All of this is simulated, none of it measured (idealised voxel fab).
A process module follows: voxel gate over fins.
The width of the displayed cross-section, cut, is 220 nm; its cells are square, with a size of 5 nm.
Square cells in a grid make up a cross-section in this document, and the grid is given as bands, listed from the top down, each one or more rows of cells.
What a band's entry tells you: where the top is and where the bottom is, as heights in nm, and after that what lies inside, material by material from left to right, each with its width in nm. Empty space is written as the word "empty", and a single material marked with the word "all across" occupies the band from edge to edge.
Where do heights start? At 0: under that level the wafer as delivered is made of one material only. And the lowest band has no floor; it just carries on downward, as in "from 0 down".
Think of "30 to 40" as a width that walks from the first number to the second as you go down the band, top row to bottom row, taking equal-sized steps from row to row.
Take "no alterations made" at face value: in the step it is given for, the cross-section changed in none of its cells.
"Enclosed voids" specifies each empty space that is not open to the top and that occupies no fewer than 8 cells, using the form width x height at distance, the distance measured from the left edge and all three quantities in nm.
Where a step's line continues beyond its settings, the continuation is a remark by the simulator itself on that step.
overlay nm: how far to the right of its planned place the mask lay on this masked step (negative: to the left).
Reading guide: pairs of cross-sections, before and after one process step; after view cut off at lowest changed band; step and settings listed under each pair. Pairs may stem from different runs of this module on the same starting wafer; continuity with the pair above only where the "Ex-ante state" entry states it.

Ex-ante state:
    from 5 to 0 | 25 empty  15 HfO2  35 empty  15 HfO2  35 empty  15 HfO2  35 empty  15 HfO2  30 empty
    from 0 to -5 | 25 empty  5 HfO2  5 Si  5 HfO2  35 empty  5 HfO2  5 Si  5 HfO2  35 empty  5 HfO2  5 Si  5 HfO2  35 empty  5 HfO2  5 Si  5 HfO2  30 empty
    from -5 to -10 | 30 HfO2  5 Si  45 HfO2  5 Si  45 HfO2  5 Si  45 HfO2  5 Si  35 HfO2
    from -10 to -20 | 30 SiO2  5 Si  45 SiO2  5 Si  45 SiO2  5 Si  45 SiO2  5 Si  35 SiO2
    from -20 to -25 | 30 SiO2  5 Si  15 SiO2  15 TiN  15 SiO2  5 Si  45 SiO2  5 Si  45 SiO2  5 Si  35 SiO2
    from -25 to -45 | 30 SiO2  5 Si  45 SiO2  5 Si  45 SiO2  5 Si  45 SiO2  5 Si  35 SiO2
    from -45 down | Si all across
    Enclosed voids: none

State After Step:
    from 10 to 5 | 20 empty  25 TiN  25 empty  25 TiN  25 empty  25 TiN  25 empty  25 TiN  25 empty
    from 5 to 0 | 20 empty  5 TiN  15 HfO2  5 TiN  25 empty  5 TiN  15 HfO2  5 TiN  25 empty  5 TiN  15 HfO2  5 TiN  25 empty  5 TiN  15 HfO2  5 TiN  25 empty
    from 0 to -5 | 25 TiN  5 HfO2  5 Si  5 HfO2  35 TiN  5 HfO2  5 Si  5 HfO2  35 TiN  5 HfO2  5 Si  5 HfO2  35 TiN  5 HfO2  5 Si  5 HfO2  30 TiN
    No changes below -5.
    Enclosed voids: none
The before and after cross-sections above differ by one step: CONFORMAL_DEP with material TiN, thk nm 5

Ex-ante state: the after view from the pair directly above serves as the before view here.

State After Step:
    from 25 to 10 | W all across
    from 10 to 5 | 20 W  25 TiN  25 W  25 TiN  25 W  25 TiN  25 W  25 TiN  25 W
    from 5 to 0 | 20 W  5 TiN  15 HfO2  5 TiN  25 W  5 TiN  15 HfO2  5 TiN  25 W  5 TiN  15 HfO2  5 TiN  25 W  5 TiN  15 HfO2  5 TiN  25 W
    No changes below 0.
    Enclosed voids: none
The before and after cross-sections above differ by one step: FILL_DEP with material W, thk nm 15

Ex-ante state: the after view from the pair directly above serves as the before view here.

State After Step:
    from 20 to 10 | W all across
    No changes below 10.
    Enclosed voids: none
The before and after cross-sections above differ by one step: CMP with height nm 20

Ex-ante state: the after view from the pair directly above serves as the before view here.

State After Step:
    from 25 to 20 | SiCN all across
    No changes below 20.
    Enclosed voids: none
The before and after cross-sections above differ by one step: CONFORMAL_DEP with material SiCN, thk nm 5

Ex-ante state:
    from 20 to 10 | aC all across
    from 10 to 0 | 25 SiO2  15 SiN  35 SiO2  15 SiN  35 SiO2  15 SiN  35 SiO2  15 SiN  30 SiO2
    from 0 to -45 | 30 SiO2  5 Si  45 SiO2  5 Si  45 SiO2  5 Si  45 SiO2  5 Si  35 SiO2
    from -45 down | Si all across
    Enclosed voids: none

State After Step:
    from 45 to 20 | 45 resist  25 empty  150 resist
    No changes below 20.
    Enclosed voids: none
The before and after cross-sections above differ by one step: PATTERN with tone open, mask id RAIL, material resist, width nm 25, thk nm 25, overlay nm 0

Ex-ante state: the after view from the pair directly above serves as the before view here.

State After Step:
    from 35 to 20 | 45 resist  25 empty  150 resist
    from 20 to 10 | 45 aC  25 empty  150 aC
    No changes below 10.
    Enclosed voids: none
The before and after cross-sections above differ by one step: DIRECTIONAL_ETCH with etch materials aC, depth nm 10

Ex-ante state: the after view from the pair directly above serves as the before view here.

State After Step:
    from 20 to 10 | 45 aC  25 empty  150 aC
    No changes below 10.
    Enclosed voids: none
The before and after cross-sections above differ by one step: STRIP with etch materials resist

Ex-ante state: the after view from the pair directly above serves as the before view here.

State After Step:
    from 20 to 10 | 45 aC  25 empty  150 aC
    from 10 to 0 | 25 SiO2  15 SiN  5 SiO2  25 empty  5 SiO2  15 SiN  35 SiO2  15 SiN  35 SiO2  15 SiN  30 SiO2
    from 0 to -35 | 30 SiO2  5 Si  10 SiO2  25 empty  10 SiO2  5 Si  45 SiO2  5 Si  45 SiO2  5 Si  35 SiO2
    No changes below -35.
    Enclosed voids: none
The before and after cross-sections above differ by one step: DIRECTIONAL_ETCH with etch materials SiO2, depth nm 45

Ex-ante state: the after view from the pair directly above serves as the before view here.

State After Step:
    from 10 to 0 | 25 SiO2  15 SiN  5 SiO2  25 empty  5 SiO2  15 SiN  35 SiO2  15 SiN  35 SiO2  15 SiN  30 SiO2
    No changes below 0.
    Enclosed voids: none
The before and after cross-sections above differ by one step: STRIP with etch materials aC

Ex-ante state: the after view from the pair directly above serves as the before view here.

State After Step:
    from 15 to 10 | 50 TiN  15 empty  155 TiN
    from 10 to 0 | 25 SiO2  15 SiN  5 SiO2  5 TiN  15 empty  5 TiN  5 SiO2  15 SiN  35 SiO2  15 SiN  35 SiO2  15 SiN  30 SiO2
    from 0 to -30 | 30 SiO2  5 Si  10 SiO2  5 TiN  15 empty  5 TiN  10 SiO2  5 Si  45 SiO2  5 Si  45 SiO2  5 Si  35 SiO2
    from -30 to -35 | 30 SiO2  5 Si  10 SiO2  25 TiN  10 SiO2  5 Si  45 SiO2  5 Si  45 SiO2  5 Si  35 SiO2
    No changes below -35.
    Enclosed voids: none
The before and after cross-sections above differ by one step: CONFORMAL_DEP with material TiN, thk nm 5

Ex-ante state: the after view from the pair directly above serves as the before view here.

State After Step:
    from 25 to 15 | W all across
    from 15 to 10 | 50 TiN  15 W  155 TiN
    from 10 to 0 | 25 SiO2  15 SiN  5 SiO2  5 TiN  15 W  5 TiN  5 SiO2  15 SiN  35 SiO2  15 SiN  35 SiO2  15 SiN  30 SiO2
    from 0 to -30 | 30 SiO2  5 Si  10 SiO2  5 TiN  15 W  5 TiN  10 SiO2  5 Si  45 SiO2  5 Si  45 SiO2  5 Si  35 SiO2
    No changes below -30.
    Enclosed voids: none
The before and after cross-sections above differ by one step: FILL_DEP with material W, thk nm 10

Ex-ante state: the after view from the pair directly above serves as the before view here.

State After Step:
    from 10 to 0 | 25 SiO2  15 SiN  5 SiO2  5 TiN  15 W  5 TiN  5 SiO2  15 SiN  35 SiO2  15 SiN  35 SiO2  15 SiN  30 SiO2
    No changes below 0.
    Enclosed voids: none
The before and after cross-sections above differ by one step: CMP with height nm 10

Ex-ante state: the after view from the pair directly above serves as the before view here.

State After Step:
    from 10 to 0 | 25 SiO2  15 SiN  5 SiO2  25 empty  5 SiO2  15 SiN  35 SiO2  15 SiN  35 SiO2  15 SiN  30 SiO2
    from 0 to -20 | 30 SiO2  5 Si  10 SiO2  25 empty  10 SiO2  5 Si  45 SiO2  5 Si  45 SiO2  5 Si  35 SiO2
    No changes below -20.
    Enclosed voids: none
The before and after cross-sections above differ by one step: SELECTIVE_ETCH with etch materials W Ru TiN, depth nm 30

Ex-ante state: the after view from the pair directly above serves as the before view here.

State After Step:
    from 15 to 10 | SiO2 all across
    from 10 to 0 | 25 SiO2  15 SiN  35 SiO2  15 SiN  35 SiO2  15 SiN  35 SiO2  15 SiN  30 SiO2
    from 0 to -20 | 30 SiO2  5 Si  45 SiO2  5 Si  45 SiO2  5 Si  45 SiO2  5 Si  35 SiO2
    No changes below -20.
    Enclosed voids: none
The before and after cross-sections above differ by one step: FILL_DEP with material SiO2, thk nm 5

Ex-ante state: the after view from the pair directly above serves as the before view here.

State After Step:
    from 10 to 0 | 25 SiO2  15 SiN  35 SiO2  15 SiN  35 SiO2  15 SiN  35 SiO2  15 SiN  30 SiO2
    No changes below 0.
    Enclosed voids: none
The before and after cross-sections above differ by one step: CMP with height nm 10

Ex-ante state: the after view from the pair directly above serves as the before view here.

State After Step:
    from 10 to 0 | 25 empty  15 SiN  35 empty  15 SiN  35 empty  15 SiN  35 empty  15 SiN  30 empty
    from 0 to -10 | 30 empty  5 Si  45 empty  5 Si  45 empty  5 Si  45 empty  5 Si  35 empty
    No changes below -10.
    Enclosed voids: none
The before and after cross-sections above differ by one step: SELECTIVE_ETCH with etch materials SiO2, depth nm 20

Ex-ante state: the after view from the pair directly above serves as the before view here.

State After Step:
    from 0 to -10 | 30 empty  5 Si  45 empty  5 Si  45 empty  5 Si  45 empty  5 Si  35 empty
    No changes below -10.
    Enclosed voids: none
The before and after cross-sections above differ by one step: STRIP with etch materials SiN

Ex-ante state: the after view from the pair directly above serves as the before view here.

State After Step:
    from 5 to 0 | 25 empty  15 HfO2  35 empty  15 HfO2  35 empty  15 HfO2  35 empty  15 HfO2  30 empty
    from 0 to -5 | 25 empty  5 HfO2  5 Si  5 HfO2  35 empty  5 HfO2  5 Si  5 HfO2  35 empty  5 HfO2  5 Si  5 HfO2  35 empty  5 HfO2  5 Si  5 HfO2  30 empty
    from -5 to -10 | 30 HfO2  5 Si  45 HfO2  5 Si  45 HfO2  5 Si  45 HfO2  5 Si  35 HfO2
    No changes below -10.
    Enclosed voids: none
The before and after cross-sections above differ by one step: CONFORMAL_DEP with material HfO2, thk nm 5

Ex-ante state: the after view from the pair directly above serves as the before view here.

State After Step:
    from 10 to 5 | 20 empty  25 TiN  25 empty  25 TiN  25 empty  25 TiN  25 empty  25 TiN  25 empty
    from 5 to 0 | 20 empty  5 TiN  15 HfO2  5 TiN  25 empty  5 TiN  15 HfO2  5 TiN  25 empty  5 TiN  15 HfO2  5 TiN  25 empty  5 TiN  15 HfO2  5 TiN  25 empty
    from 0 to -5 | 25 TiN  5 HfO2  5 Si  5 HfO2  35 TiN  5 HfO2  5 Si  5 HfO2  35 TiN  5 HfO2  5 Si  5 HfO2  35 TiN  5 HfO2  5 Si  5 HfO2  30 TiN
    No changes below -5.
    Enclosed voids: none
The before and after cross-sections above differ by one step: CONFORMAL_DEP with material TiN, thk nm 5

Ex-ante state: the after view from the pair directly above serves as the before view here.

State After Step:
    from 25 to 10 | W all across
    from 10 to 5 | 20 W  25 TiN  25 W  25 TiN  25 W  25 TiN  25 W  25 TiN  25 W
    from 5 to 0 | 20 W  5 TiN  15 HfO2  5 TiN  25 W  5 TiN  15 HfO2  5 TiN  25 W  5 TiN  15 HfO2  5 TiN  25 W  5 TiN  15 HfO2  5 TiN  25 W
    No changes below 0.
    Enclosed voids: none
The before and after cross-sections above differ by one step: FILL_DEP with material W, thk nm 15

Ex-ante state: the after view from the pair directly above serves as the before view here.

State After Step:
    from 20 to 10 | W all across
    No changes below 10.
    Enclosed voids: none
The before and after cross-sections above differ by one step: CMP with height nm 20

Ex-ante state: the after view from the pair directly above serves as the before view here.

State After Step:
    from 25 to 20 | SiCN all across
    No changes below 20.
    Enclosed voids: none
The before and after cross-sections above differ by one step: CONFORMAL_DEP with material SiCN, thk nm 5

Ex-ante state:
    from 20 to 10 | aC all across
    from 10 to 0 | 25 SiO2  15 SiN  35 SiO2  15 SiN  35 SiO2  15 SiN  35 SiO2  15 SiN  30 SiO2
    from 0 to -45 | 30 SiO2  5 Si  45 SiO2  5 Si  45 SiO2  5 Si  45 SiO2  5 Si  35 SiO2
    from -45 down | Si all across
    Enclosed voids: none

State After Step:
    from 45 to 20 | 60 resist  15 empty  145 resist
    No changes below 20.
    Enclosed voids: none
The before and after cross-sections above differ by one step: PATTERN with tone open, mask id RAIL, material resist, width nm 15, thk nm 25, overlay nm 10

Ex-ante state: the after view from the pair directly above serves as the before view here.

State After Step:
    from 35 to 20 | 60 resist  15 empty  145 resist
    from 20 to 10 | 60 aC  15 empty  145 aC
    No changes below 10.
    Enclosed voids: none
The before and after cross-sections above differ by one step: DIRECTIONAL_ETCH with etch materials aC, depth nm 10

Ex-ante state: the after view from the pair directly above serves as the before view here.

State After Step:
    from 20 to 10 | 60 aC  15 empty  145 aC
    No changes below 10.
    Enclosed voids: none
The before and after cross-sections above differ by one step: STRIP with etch materials resist

Ex-ante state: the after view from the pair directly above serves as the before view here.

State After Step:
    from 20 to 10 | 60 aC  15 empty  145 aC
    from 10 to 0 | 25 SiO2  15 SiN  20 SiO2  15 empty  15 SiN  35 SiO2  15 SiN  35 SiO2  15 SiN  30 SiO2
    from 0 to -35 | 30 SiO2  5 Si  25 SiO2  15 empty  5 SiO2  5 Si  45 SiO2  5 Si  45 SiO2  5 Si  35 SiO2
    No changes below -35.
    Enclosed voids: none
The before and after cross-sections above differ by one step: DIRECTIONAL_ETCH with etch materials SiO2, depth nm 45

Ex-ante state: the after view from the pair directly above serves as the before view here.

State After Step:
    from 10 to 0 | 25 SiO2  15 SiN  20 SiO2  15 empty  15 SiN  35 SiO2  15 SiN  35 SiO2  15 SiN  30 SiO2
    No changes below 0.
    Enclosed voids: none
The before and after cross-sections above differ by one step: STRIP with etch materials aC

Ex-ante state: the after view from the pair directly above serves as the before view here.

State After Step:
    from 15 to 10 | 65 TiN  5 empty  150 TiN
    from 10 to 0 | 25 SiO2  15 SiN  20 SiO2  5 TiN  5 empty  5 TiN  15 SiN  35 SiO2  15 SiN  35 SiO2  15 SiN  30 SiO2
    from 0 to -30 | 30 SiO2  5 Si  25 SiO2  5 TiN  5 empty  5 TiN  5 SiO2  5 Si  45 SiO2  5 Si  45 SiO2  5 Si  35 SiO2
    from -30 to -35 | 30 SiO2  5 Si  25 SiO2  15 TiN  5 SiO2  5 Si  45 SiO2  5 Si  45 SiO2  5 Si  35 SiO2
    No changes below -35.
    Enclosed voids: none
The before and after cross-sections above differ by one step: CONFORMAL_DEP with material TiN, thk nm 5

Ex-ante state: the after view from the pair directly above serves as the before view here.

State After Step:
    from 25 to 15 | W all across
    from 15 to 10 | 65 TiN  5 W  150 TiN
    from 10 to 0 | 25 SiO2  15 SiN  20 SiO2  5 TiN  5 W  5 TiN  15 SiN  35 SiO2  15 SiN  35 SiO2  15 SiN  30 SiO2
    from 0 to -30 | 30 SiO2  5 Si  25 SiO2  5 TiN  5 W  5 TiN  5 SiO2  5 Si  45 SiO2  5 Si  45 SiO2  5 Si  35 SiO2
    No changes below -30.
    Enclosed voids: none
The before and after cross-sections above differ by one step: FILL_DEP with material W, thk nm 10

Ex-ante state: the after view from the pair directly above serves as the before view here.

State After Step:
    from 10 to 0 | 25 SiO2  15 SiN  20 SiO2  5 TiN  5 W  5 TiN  15 SiN  35 SiO2  15 SiN  35 SiO2  15 SiN  30 SiO2
    No changes below 0.
    Enclosed voids: none
The before and after cross-sections above differ by one step: CMP with height nm 10

Ex-ante state: the after view from the pair directly above serves as the before view here.

State After Step:
    from 10 to 0 | 25 SiO2  15 SiN  20 SiO2  15 empty  15 SiN  35 SiO2  15 SiN  35 SiO2  15 SiN  30 SiO2
    from 0 to -20 | 30 SiO2  5 Si  25 SiO2  15 empty  5 SiO2  5 Si  45 SiO2  5 Si  45 SiO2  5 Si  35 SiO2
    No changes below -20.
    Enclosed voids: none
The before and after cross-sections above differ by one step: SELECTIVE_ETCH with etch materials W Ru TiN, depth nm 30

Ex-ante state: the after view from the pair directly above serves as the before view here.

State After Step:
    from 15 to 10 | SiO2 all across
    from 10 to 0 | 25 SiO2  15 SiN  35 SiO2  15 SiN  35 SiO2  15 SiN  35 SiO2  15 SiN  30 SiO2
    from 0 to -20 | 30 SiO2  5 Si  45 SiO2  5 Si  45 SiO2  5 Si  45 SiO2  5 Si  35 SiO2
    No changes below -20.
    Enclosed voids: none
The before and after cross-sections above differ by one step: FILL_DEP with material SiO2, thk nm 5

Ex-ante state: the after view from the pair directly above serves as the before view here.

State After Step:
    from 10 to 0 | 25 SiO2  15 SiN  35 SiO2  15 SiN  35 SiO2  15 SiN  35 SiO2  15 SiN  30 SiO2
    No changes below 0.
    Enclosed voids: none
The before and after cross-sections above differ by one step: CMP with height nm 10

Ex-ante state: the after view from the pair directly above serves as the before view here.

State After Step:
    from 10 to 0 | 25 empty  15 SiN  35 empty  15 SiN  35 empty  15 SiN  35 empty  15 SiN  30 empty
    from 0 to -10 | 30 empty  5 Si  45 empty  5 Si  45 empty  5 Si  45 empty  5 Si  35 empty
    No changes below -10.
    Enclosed voids: none
The before and after cross-sections above differ by one step: SELECTIVE_ETCH with etch materials SiO2, depth nm 20

Ex-ante state: the after view from the pair directly above serves as the before view here.

State After Step:
    from 0 to -10 | 30 empty  5 Si  45 empty  5 Si  45 empty  5 Si  45 empty  5 Si  35 empty
    No changes below -10.
    Enclosed voids: none
The before and after cross-sections above differ by one step: STRIP with etch materials SiN

Ex-ante state: the after view from the pair directly above serves as the before view here.

State After Step:
    from 5 to 0 | 25 empty  15 HfO2  35 empty  15 HfO2  35 empty  15 HfO2  35 empty  15 HfO2  30 empty
    from 0 to -5 | 25 empty  5 HfO2  5 Si  5 HfO2  35 empty  5 HfO2  5 Si  5 HfO2  35 empty  5 HfO2  5 Si  5 HfO2  35 empty  5 HfO2  5 Si  5 HfO2  30 empty
    from -5 to -10 | 30 HfO2  5 Si  45 HfO2  5 Si  45 HfO2  5 Si  45 HfO2  5 Si  35 HfO2
    No changes below -10.
    Enclosed voids: none
The before and after cross-sections above differ by one step: CONFORMAL_DEP with material HfO2, thk nm 5

Ex-ante state: the after view from the pair directly above serves as the before view here.

State After Step:
    from 10 to 5 | 20 empty  25 TiN  25 empty  25 TiN  25 empty  25 TiN  25 empty  25 TiN  25 empty
    from 5 to 0 | 20 empty  5 TiN  15 HfO2  5 TiN  25 empty  5 TiN  15 HfO2  5 TiN  25 empty  5 TiN  15 HfO2  5 TiN  25 empty  5 TiN  15 HfO2  5 TiN  25 empty
    from 0 to -5 | 25 TiN  5 HfO2  5 Si  5 HfO2  35 TiN  5 HfO2  5 Si  5 HfO2  35 TiN  5 HfO2  5 Si  5 HfO2  35 TiN  5 HfO2  5 Si  5 HfO2  30 TiN
    No changes below -5.
    Enclosed voids: none
The before and after cross-sections above differ by one step: CONFORMAL_DEP with material TiN, thk nm 5

Ex-ante state: the after view from the pair directly above serves as the before view here.

State After Step:
    from 25 to 10 | W all across
    from 10 to 5 | 20 W  25 TiN  25 W  25 TiN  25 W  25 TiN  25 W  25 TiN  25 W
    from 5 to 0 | 20 W  5 TiN  15 HfO2  5 TiN  25 W  5 TiN  15 HfO2  5 TiN  25 W  5 TiN  15 HfO2  5 TiN  25 W  5 TiN  15 HfO2  5 TiN  25 W
    No changes below 0.
    Enclosed voids: none
The before and after cross-sections above differ by one step: FILL_DEP with material W, thk nm 15

Ex-ante state: the after view from the pair directly above serves as the before view here.

State After Step:
    from 20 to 10 | W all across
    No changes below 10.
    Enclosed voids: none
The before and after cross-sections above differ by one step: CMP with height nm 20

Ex-ante state: the after view from the pair directly above serves as the before view here.

State After Step:
    from 25 to 20 | SiCN all across
    No changes below 20.
    Enclosed voids: none
The before and after cross-sections above differ by one step: CONFORMAL_DEP with material SiCN, thk nm 5

Ex-ante state:
    from 10 to 0 | 25 empty  15 SiN  35 empty  15 SiN  35 empty  15 SiN  35 empty  15 SiN  30 empty
    from 0 to -40 | 25 empty  5 SiO2  5 Si  5 SiO2  35 empty  5 SiO2  5 Si  5 SiO2  35 empty  5 SiO2  5 Si  5 SiO2  35 empty  5 SiO2  5 Si  5 SiO2  30 empty
    from -40 to -45 | 30 SiO2  5 Si  45 SiO2  5 Si  45 SiO2  5 Si  45 SiO2  5 Si  35 SiO2
    from -45 down | Si all across
    Enclosed voids: none

State After Step:
    from 15 to 10 | aC all across
    from 10 to 0 | 25 aC  15 SiN  35 aC  15 SiN  35 aC  15 SiN  35 aC  15 SiN  30 aC
    from 0 to -40 | 25 aC  5 SiO2  5 Si  5 SiO2  35 aC  5 SiO2  5 Si  5 SiO2  35 aC  5 SiO2  5 Si  5 SiO2  35 aC  5 SiO2  5 Si  5 SiO2  30 aC
    No changes below -40.
    Enclosed voids: none
The before and after cross-sections above differ by one step: FILL_DEP with material aC, thk nm 5

Ex-ante state: the after view from the pair directly above serves as the before view here.

State After Step:
    from 10 to 0 | 25 aC  15 SiN  35 aC  15 SiN  35 aC  15 SiN  35 aC  15 SiN  30 aC
    No changes below 0.
    Enclosed voids: none
The before and after cross-sections above differ by one step: CMP with height nm 10

Ex-ante state: the after view from the pair directly above serves as the before view here.

State After Step:
    from 20 to 10 | aC all across
    No changes below 10.
    Enclosed voids: none
The before and after cross-sections above differ by one step: DIRECTIONAL_DEP with material aC, thk nm 10

Ex-ante state: the after view from the pair directly above serves as the before view here.

State After Step:
    from 45 to 20 | 50 resist  15 empty  155 resist
    No changes below 20.
    Enclosed voids: none
The before and after cross-sections above differ by one step: PATTERN with tone open, mask id RAIL, material resist, width nm 15, thk nm 25, overlay nm 0

Ex-ante state: the after view from the pair directly above serves as the before view here.

State After Step:
    from 35 to 20 | 50 resist  15 empty  155 resist
    from 20 to 10 | 50 aC  15 empty  155 aC
    No changes below 10.
    Enclosed voids: none
The before and after cross-sections above differ by one step: DIRECTIONAL_ETCH with etch materials aC, depth nm 10

Ex-ante state: the after view from the pair directly above serves as the before view here.

State After Step:
    from 20 to 10 | 50 aC  15 empty  155 aC
    No changes below 10.
    Enclosed voids: none
The before and after cross-sections above differ by one step: STRIP with etch materials resist

Ex-ante state: the after view from the pair directly above serves as the before view here.

State After Step:
    from 10 to 0 | 25 empty  15 SiN  35 empty  15 SiN  35 empty  15 SiN  35 empty  15 SiN  30 empty
    from 0 to -40 | 25 empty  5 SiO2  5 Si  5 SiO2  35 empty  5 SiO2  5 Si  5 SiO2  35 empty  5 SiO2  5 Si  5 SiO2  35 empty  5 SiO2  5 Si  5 SiO2  30 empty
    No changes below -40.
    Enclosed voids: none
The before and after cross-sections above differ by one step: STRIP with etch materials aC

Ex-ante state: the after view from the pair directly above serves as the before view here.

State After Step:
    from 15 to 10 | 20 empty  25 TiN  25 empty  25 TiN  25 empty  25 TiN  25 empty  25 TiN  25 empty
    from 10 to 0 | 20 empty  5 TiN  15 SiN  5 TiN  25 empty  5 TiN  15 SiN  5 TiN  25 empty  5 TiN  15 SiN  5 TiN  25 empty  5 TiN  15 SiN  5 TiN  25 empty
    from 0 to -35 | 20 empty  5 TiN  5 SiO2  5 Si  5 SiO2  5 TiN  25 empty  5 TiN  5 SiO2  5 Si  5 SiO2  5 TiN  25 empty  5 TiN  5 SiO2  5 Si  5 SiO2  5 TiN  25 empty  5 TiN  5 SiO2  5 Si  5 SiO2  5 TiN  25 empty
    from -35 to -40 | 25 TiN  5 SiO2  5 Si  5 SiO2  35 TiN  5 SiO2  5 Si  5 SiO2  35 TiN  5 SiO2  5 Si  5 SiO2  35 TiN  5 SiO2  5 Si  5 SiO2  30 TiN
    No changes below -40.
    Enclosed voids: none
The before and after cross-sections above differ by one step: CONFORMAL_DEP with material TiN, thk nm 5

Ex-ante state: the after view from the pair directly above serves as the before view here.

State After Step:
    from 25 to 15 | W all across
    from 15 to 10 | 20 W  25 TiN  25 W  25 TiN  25 W  25 TiN  25 W  25 TiN  25 W
    from 10 to 0 | 20 W  5 TiN  15 SiN  5 TiN  25 W  5 TiN  15 SiN  5 TiN  25 W  5 TiN  15 SiN  5 TiN  25 W  5 TiN  15 SiN  5 TiN  25 W
    from 0 to -35 | 20 W  5 TiN  5 SiO2  5 Si  5 SiO2  5 TiN  25 W  5 TiN  5 SiO2  5 Si  5 SiO2  5 TiN  25 W  5 TiN  5 SiO2  5 Si  5 SiO2  5 TiN  25 W  5 TiN  5 SiO2  5 Si  5 SiO2  5 TiN  25 W
    No changes below -35.
    Enclosed voids: none
The before and after cross-sections above differ by one step: FILL_DEP with material W, thk nm 10

Ex-ante state: the after view from the pair directly above serves as the before view here.

State After Step:
    from 10 to 0 | 20 W  5 TiN  15 SiN  5 TiN  25 W  5 TiN  15 SiN  5 TiN  25 W  5 TiN  15 SiN  5 TiN  25 W  5 TiN  15 SiN  5 TiN  25 W
    No changes below 0.
    Enclosed voids: none
The before and after cross-sections above differ by one step: CMP with height nm 10

Ex-ante state: the after view from the pair directly above serves as the before view here.

State After Step:
    from 10 to 0 | 25 empty  15 SiN  35 empty  15 SiN  35 empty  15 SiN  35 empty  15 SiN  30 empty
    from 0 to -20 | 25 empty  5 SiO2  5 Si  5 SiO2  35 empty  5 SiO2  5 Si  5 SiO2  35 empty  5 SiO2  5 Si  5 SiO2  35 empty  5 SiO2  5 Si  5 SiO2  30 empty
    No changes below -20.
    Enclosed voids: none
The before and after cross-sections above differ by one step: SELECTIVE_ETCH with etch materials W Ru TiN, depth nm 30

Ex-ante state: the after view from the pair directly above serves as the before view here.

State After Step:
    from 15 to 10 | SiO2 all across
    from 10 to 0 | 25 SiO2  15 SiN  35 SiO2  15 SiN  35 SiO2  15 SiN  35 SiO2  15 SiN  30 SiO2
    from 0 to -20 | 30 SiO2  5 Si  45 SiO2  5 Si  45 SiO2  5 Si  45 SiO2  5 Si  35 SiO2
    No changes below -20.
    Enclosed voids: none
The before and after cross-sections above differ by one step: FILL_DEP with material SiO2, thk nm 5

Ex-ante state: the after view from the pair directly above serves as the before view here.

State After Step:
    from 10 to 0 | 25 SiO2  15 SiN  35 SiO2  15 SiN  35 SiO2  15 SiN  35 SiO2  15 SiN  30 SiO2
    No changes below 0.
    Enclosed voids: none
The before and after cross-sections above differ by one step: CMP with height nm 10

Ex-ante state: the after view from the pair directly above serves as the before view here.

State After Step:
    from 10 to 0 | 25 empty  15 SiN  35 empty  15 SiN  35 empty  15 SiN  35 empty  15 SiN  30 empty
    from 0 to -10 | 30 empty  5 Si  45 empty  5 Si  45 empty  5 Si  45 empty  5 Si  35 empty
    No changes below -10.
    Enclosed voids: none
The before and after cross-sections above differ by one step: SELECTIVE_ETCH with etch materials SiO2, depth nm 20

Ex-ante state: the after view from the pair directly above serves as the before view here.

State After Step:
    from 0 to -10 | 30 empty  5 Si  45 empty  5 Si  45 empty  5 Si  45 empty  5 Si  35 empty
    No changes below -10.
    Enclosed voids: none
The before and after cross-sections above differ by one step: STRIP with etch materials SiN

Ex-ante state: the after view from the pair directly above serves as the before view here.

State After Step:
    from 5 to 0 | 25 empty  15 HfO2  35 empty  15 HfO2  35 empty  15 HfO2  35 empty  15 HfO2  30 empty
    from 0 to -5 | 25 empty  5 HfO2  5 Si  5 HfO2  35 empty  5 HfO2  5 Si  5 HfO2  35 empty  5 HfO2  5 Si  5 HfO2  35 empty  5 HfO2  5 Si  5 HfO2  30 empty
    from -5 to -10 | 30 HfO2  5 Si  45 HfO2  5 Si  45 HfO2  5 Si  45 HfO2  5 Si  35 HfO2
    No changes below -10.
    Enclosed voids: none
The before and after cross-sections above differ by one step: CONFORMAL_DEP with material HfO2, thk nm 5

Ex-ante state: the after view from the pair directly above serves as the before view here.

State After Step:
    from 10 to 5 | 20 empty  25 TiN  25 empty  25 TiN  25 empty  25 TiN  25 empty  25 TiN  25 empty
    from 5 to 0 | 20 empty  5 TiN  15 HfO2  5 TiN  25 empty  5 TiN  15 HfO2  5 TiN  25 empty  5 TiN  15 HfO2  5 TiN  25 empty  5 TiN  15 HfO2  5 TiN  25 empty
    from 0 to -5 | 25 TiN  5 HfO2  5 Si  5 HfO2  35 TiN  5 HfO2  5 Si  5 HfO2  35 TiN  5 HfO2  5 Si  5 HfO2  35 TiN  5 HfO2  5 Si  5 HfO2  30 TiN
    No changes below -5.
    Enclosed voids: none
The before and after cross-sections above differ by one step: CONFORMAL_DEP with material TiN, thk nm 5

Ex-ante state: the after view from the pair directly above serves as the before view here.

State After Step:
    from 25 to 10 | W all across
    from 10 to 5 | 20 W  25 TiN  25 W  25 TiN  25 W  25 TiN  25 W  25 TiN  25 W
    from 5 to 0 | 20 W  5 TiN  15 HfO2  5 TiN  25 W  5 TiN  15 HfO2  5 TiN  25 W  5 TiN  15 HfO2  5 TiN  25 W  5 TiN  15 HfO2  5 TiN  25 W
    No changes below 0.
    Enclosed voids: none
The before and after cross-sections above differ by one step: FILL_DEP with material W, thk nm 15

Ex-ante state: the after view from the pair directly above serves as the before view here.

State After Step:
    from 20 to 10 | W all across
    No changes below 10.
    Enclosed voids: none
The before and after cross-sections above differ by one step: CMP with height nm 20

Ex-ante state: the after view from the pair directly above serves as the before view here.

State After Step:
    from 25 to 20 | SiCN all across
    No changes below 20.
    Enclosed voids: none
The before and after cross-sections above differ by one step: CONFORMAL_DEP with material SiCN, thk nm 5

Ex-ante state:
    from 20 to 10 | aC all across
    from 10 to 0 | 25 SiO2  15 SiN  35 SiO2  15 SiN  35 SiO2  15 SiN  35 SiO2  15 SiN  30 SiO2
    from 0 to -45 | 30 SiO2  5 Si  45 SiO2  5 Si  45 SiO2  5 Si  45 SiO2  5 Si  35 SiO2
    from -45 down | Si all across
    Enclosed voids: none

State After Step:
    from 45 to 20 | 50 empty  15 resist  155 empty
    No changes below 20.
    Enclosed voids: none
The before and after cross-sections above differ by one step: PATTERN with tone cover, mask id RAIL, material resist, width nm 15, thk nm 25, overlay nm 0

Ex-ante state: the after view from the pair directly above serves as the before view here.

State After Step:
    from 35 to 20 | 50 empty  15 resist  155 empty
    from 20 to 10 | 50 empty  15 aC  155 empty
    No changes below 10.
    Enclosed voids: none
The before and after cross-sections above differ by one step: DIRECTIONAL_ETCH with etch materials aC, depth nm 10
